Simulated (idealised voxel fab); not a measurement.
Process module, titled voxel air gaps
Xsec cut, 280 nm wide, square cell size 5 nm.
Cross-section layout: square cells on a grid; listed as bands, top to bottom; a band spans one or more cell rows.
First you get the band's top height and its bottom height, in nm, and then the materials it's made of, left to right, with each width in nm. If you see a single material with "full width", that one covers the band edge to edge. "air" is empty space.
Counting heights begins at 0, where everything beneath is, in the wafer as received, one material. The lowest band has no bottom; it goes on downwards, as "0 and below" shows.
A two-number width, for instance "30..40", indicates that the width is equal to the first number in the top row of the band and to the second number in the bottom row, and that it changes by a constant amount per row of cells.
A step reported as "no alteration" is a step in which no cell of the cross-section changed.
Closed-off voids of 8+ cells (no open route to the top) go in "Enclosed void list", written width x height at distance from the left edge, in nm.
after a step's settings: what the simulator itself notes on the step
A step's line can hold "overlay nm"; with a mask on that step, the setting says how far right of the planned place the mask lay, while a negative setting says it lay to the left.
## These are the steps we planned for the process
- 1: RECEIVE [material Si]
- 2: CONFORMAL_DEP [material SiO2] [thk nm 15]
- 3: CONFORMAL_DEP [material SiCN] [thk nm 5]
- 4: DIRECTIONAL_DEP [material lowk] [thk nm 30]
- 5: DIRECTIONAL_DEP [material aC] [thk nm 15]
- 6: PATTERN [tone open] [mask id LINES] [material resist] [width nm 20] [pitch nm 50] [thk nm 30] [overlay nm 0]
- 7: DIRECTIONAL_ETCH [etch materials aC] [depth nm 15]
- 8: STRIP [etch materials resist]
- 9: DIRECTIONAL_ETCH [etch materials lowk] [depth nm 30]
- 10: STRIP [etch materials aC]
- 11: CONFORMAL_DEP [material TiN] [thk nm 5]
- 12: FILL_DEP [material Cu] [thk nm 5]
- 13: CMP [height nm 50]
- 14: EPI [material Ru] [thk nm 10]
- 15: SELECTIVE_ETCH [etch materials lowk] [depth nm 40]
- 16: CONFORMAL_DEP [material SiCN] [thk nm 5]
## As received (post step 1): cross-section
    0 and below | Si full width
    Enclosed void list: none
## Post-module cross-section of the first of two wafers (run per plan)
    65 down to 60 | 40 nm air / 200 nm SiCN / 40 nm air
    60 down to 50 | 40 nm air / 5 nm SiCN / 40 nm Ru / 10 nm SiCN / 40 nm Ru / 10 nm SiCN / 40 nm Ru / 10 nm SiCN / 40 nm Ru / 5 nm SiCN / 40 nm air
    50 down to 45 | 40 nm air / 15 nm SiCN / 5 nm TiN / 10 nm Cu / 5 nm TiN / 30 nm SiCN / 5 nm TiN / 10 nm Cu / 5 nm TiN / 30 nm SiCN / 5 nm TiN / 10 nm Cu / 5 nm TiN / 30 nm SiCN / 5 nm TiN / 10 nm Cu / 5 nm TiN / 15 nm SiCN / 40 nm air
    45 down to 25 | 50 nm air / 5 nm SiCN / 5 nm TiN / 10 nm Cu / 5 nm TiN / 5 nm SiCN / 20 nm air / 5 nm SiCN / 5 nm TiN / 10 nm Cu / 5 nm TiN / 5 nm SiCN / 20 nm air / 5 nm SiCN / 5 nm TiN / 10 nm Cu / 5 nm TiN / 5 nm SiCN / 20 nm air / 5 nm SiCN / 5 nm TiN / 10 nm Cu / 5 nm TiN / 5 nm SiCN / 50 nm air
    25 down to 20 | 55 nm SiCN / 20 nm TiN / 30 nm SiCN / 20 nm TiN / 30 nm SiCN / 20 nm TiN / 30 nm SiCN / 20 nm TiN / 55 nm SiCN
    20 down to 15 | SiCN full width
    15 down to 0 | SiO2 full width
    0 and below | Si full width
    Enclosed void list: 20 x 20 at 80; 20 x 20 at 130; 20 x 20 at 180
## End-of-module cross-section of the second wafer: identical starting point and process plan to the first, with one processing mistake
    65 down to 60 | SiCN full width
    60 down to 50 | Ru full width
    50 down to 25 | 50 nm Cu / 5 nm TiN / 20 nm lowk / 5 nm TiN / 20 nm Cu / 5 nm TiN / 20 nm lowk / 5 nm TiN / 20 nm Cu / 5 nm TiN / 20 nm lowk / 5 nm TiN / 20 nm Cu / 5 nm TiN / 20 nm lowk / 5 nm TiN / 50 nm Cu
    25 down to 20 | 55 nm TiN / 20 nm lowk / 30 nm TiN / 20 nm lowk / 30 nm TiN / 20 nm lowk / 30 nm TiN / 20 nm lowk / 55 nm TiN
    20 down to 15 | SiCN full width
    15 down to 0 | SiO2 full width
    0 and below | Si full width
    Enclosed void list: none
Finding, execution versus plan: step 6 went in with a setting other than planned; the actual run was PATTERN [tone cover] [mask id LINES] [material resist] [width nm 20] [pitch nm 50] [thk nm 30] [overlay nm 0]
Count the cells at the end and the second wafer has more or fewer of some materials than the first: +120 Cu; +48 Ru; -96 SiCN; +24 TiN; +96 lowk
So at the end we're looking at 3 closed voids on the first wafer and 0 on the second.
